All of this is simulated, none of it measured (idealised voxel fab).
voxel self aligned vias: a process module
FYI the section here is cut, 275 nm wide, cells are 5 nm squares.
In this document a cross-section is written as a grid of square cells. It is given as a series of bands, listed from the top down, and a band is one or more rows of cells.
For a band, the entry starts with two heights in nm, that of the top and then that of the bottom, and carries on with the band's materials in order from left to right, each alongside its width in nm; the word "throughout" beside a single material means it fills the band edge to edge, and "empty" means empty space.
A quick word on heights: they are counted from 0, and under that level the wafer as it came to us is one material throughout. The lowest band is different from the rest in having no bottom; it simply continues downward, written as in "0..down".
You'd read "30..40" like this: the band's top row of cells is as wide as the first number, its bottom row is as wide as the second, and going down, every row changes width by the same amount as the row before did.
"nothing different" means the step left every cell of the cross-section as it was.
What "Voids, sealed" gives you is every empty space of 8 cells or more that is cut off from the top. Each appears as width x height at distance, with the distance taken from the left edge and width, height and distance all in nm.
That trailing text on a step's line, after the settings, is the simulator's own remark on the step.
overlay nm: step with mask; distance mask lay right of planned place; negative value = left of planned place.
## Planned step list for the process
| 1 | op RECEIVE | material Si |
| 2 | op CONFORMAL_DEP | material SiO2 | thk nm 10 |
| 3 | op CONFORMAL_DEP | material SiCN | thk nm 5 |
| 4 | op DIRECTIONAL_DEP | material lowk | thk nm 20 |
| 5 | op DIRECTIONAL_DEP | material aC | thk nm 15 |
| 6 | op PATTERN | tone open | mask id LINES | material resist | width nm 25 | pitch nm 60 | thk nm 35 | overlay nm 0 |
| 7 | op DIRECTIONAL_ETCH | etch materials aC | depth nm 15 |
| 8 | op STRIP | etch materials resist |
| 9 | op DIRECTIONAL_ETCH | etch materials lowk | depth nm 20 |
| 10 | op STRIP | etch materials aC |
| 11 | op CONFORMAL_DEP | material TiN | thk nm 5 |
| 12 | op FILL_DEP | material W | thk nm 5 |
| 13 | op CMP | height nm 35 |
| 14 | op SELECTIVE_ETCH | etch materials W Ru TiN | depth nm 5 |
| 15 | op FILL_DEP | material SiN | thk nm 10 |
| 16 | op CMP | height nm 35 |
| 17 | op DIRECTIONAL_DEP | material lowk | thk nm 20 |
| 18 | op PATTERN | tone open | mask id VIAS | material resist | width nm 35 | pitch nm 120 | thk nm 20 | overlay nm -15 |
| 19 | op DIRECTIONAL_ETCH | etch materials lowk | depth nm 20 |
| 20 | op DIRECTIONAL_ETCH | etch materials SiN | depth nm 5 |
| 21 | op STRIP | etch materials resist |
| 22 | op CONFORMAL_DEP | material TiN | thk nm 5 |
| 23 | op FILL_DEP | material W | thk nm 10 |
| 24 | op CMP | height nm 55 |
| 25 | op CONFORMAL_DEP | material SiCN | thk nm 5 |
Don't read the plan's overlay nm for step 18 as applying to every wafer: that's the first wafer's value, and the wafers differ in it, though they all start identical.
## The first of several wafers as received, shown in cross-section; this is its state after step 1
> 0..down: Si throughout
> Voids, sealed: none
## Basically each wafer gets a line in the table, showing it at the end of the module: material by material, the cells it gained (+) or lost (-) since we got it, then its closed voids
overlay nm -15; +110 SiCN; +9 SiN; +110 SiO2; +57 TiN; +50 W; +324 lowk; Voids, sealed: none
overlay nm -10; +110 SiCN; +7 SiN; +110 SiO2; +57 TiN; +52 W; +324 lowk; Voids, sealed: none
overlay nm -5; +110 SiCN; +5 SiN; +110 SiO2; +57 TiN; +54 W; +324 lowk; Voids, sealed: none
overlay nm 0; +110 SiCN; +5 SiN; +110 SiO2; +57 TiN; +54 W; +324 lowk; Voids, sealed: none
overlay nm 5; +110 SiCN; +5 SiN; +110 SiO2; +57 TiN; +54 W; +324 lowk; Voids, sealed: none
overlay nm 10; +110 SiCN; +7 SiN; +110 SiO2; +57 TiN; +52 W; +324 lowk; Voids, sealed: none
overlay nm 15; +110 SiCN; +9 SiN; +110 SiO2; +57 TiN; +50 W; +324 lowk; Voids, sealed: none
